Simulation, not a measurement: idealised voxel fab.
process module | voxel air gaps
cross-section cut | 210 nm wide | cells 5 nm
A cross-section is a grid of square cells, given in bands from the top down. A band is one or more rows of cells.
Each band's line starts with the height of the band's top and of its bottom, in nm. Then come its materials from left to right, each with its width in nm. One material with "throughout" fills the band from edge to edge. "air" is empty space.
Height 0 is the level under which the wafer as received is all one material. The lowest band goes on downwards, as in "0 down".
A width such as "30 to 40" changes by the same amount from each row of cells to the next, from the band's top row to its bottom row.
"no change" after a step means that no cell of the cross-section changed.
closed voids: empty space of 8 cells or more with no open way to the top, each as width x height at its distance from the left edge, in nm
after a step's settings: what the simulator itself notes on the step
overlay nm, on a step with a mask: how far to the right of its planned place the mask lay; to the left if negative
plan
1 op RECEIVE | material Si
2 op CONFORMAL_DEP | material SiO2 | thk nm 15
3 op CONFORMAL_DEP | material SiCN | thk nm 5
4 op DIRECTIONAL_DEP | material lowk | thk nm 40
5 op PATTERN | tone open | mask id LINES | material resist | width nm 20 | pitch nm 45 | thk nm 20 | overlay nm 0
6 op DIRECTIONAL_ETCH | etch materials lowk | depth nm 40
7 op STRIP | etch materials resist
8 op CONFORMAL_DEP | material TiN | thk nm 5
9 op FILL_DEP | material W | thk nm 10
10 op CMP | height nm 60
11 op EPI | material Ru | thk nm 10
12 op SELECTIVE_ETCH | etch materials lowk | depth nm 50
13 op CONFORMAL_DEP | material SiCN | thk nm 5
as received, after step 1
  0 down: Si throughout
  closed voids: none
first wafer at the end, as planned
  75 to 70: air 35 | SiCN 140 | air 35
  70 to 60: air 35 | SiCN 5 | Ru 40 | SiCN 5 | Ru 40 | SiCN 5 | Ru 40 | SiCN 5 | air 35
  60 to 55: air 35 | SiCN 15 | TiN 5 | W 10 | TiN 5 | SiCN 25 | TiN 5 | W 10 | TiN 5 | SiCN 25 | TiN 5 | W 10 | TiN 5 | SiCN 15 | air 35
  55 to 25: air 45 | SiCN 5 | TiN 5 | W 10 | TiN 5 | SiCN 5 | air 15 | SiCN 5 | TiN 5 | W 10 | TiN 5 | SiCN 5 | air 15 | SiCN 5 | TiN 5 | W 10 | TiN 5 | SiCN 5 | air 45
  25 to 20: SiCN 50 | TiN 20 | SiCN 25 | TiN 20 | SiCN 25 | TiN 20 | SiCN 50
  20 to 15: SiCN throughout
  15 to 0: SiO2 throughout
  0 down: Si throughout
  closed voids: 15 x 30 at 75; 15 x 30 at 120
second wafer at the end: like start, like plan, one mistake
  85 to 80: SiCN throughout
  80 to 70: Ru throughout
  70 to 65: W throughout
  65 to 60: TiN 55 | W 10 | TiN 35 | W 10 | TiN 35 | W 10 | TiN 55
  60 to 25: lowk 50 | TiN 5 | W 10 | TiN 5 | lowk 25 | TiN 5 | W 10 | TiN 5 | lowk 25 | TiN 5 | W 10 | TiN 5 | lowk 50
  25 to 20: lowk 50 | TiN 20 | lowk 25 | TiN 20 | lowk 25 | TiN 20 | lowk 50
  20 to 15: SiCN throughout
  15 to 0: SiO2 throughout
  0 down: Si throughout
  closed voids: none
what went wrong: step 10 ran as: op CMP | height nm 70
at the end the second wafer has, in cells: 36 more of Ru | 76 fewer of SiCN | 36 more of TiN | 48 more of W | 240 more of lowk
closed voids at the end (first wafer, second wafer): 2, 0
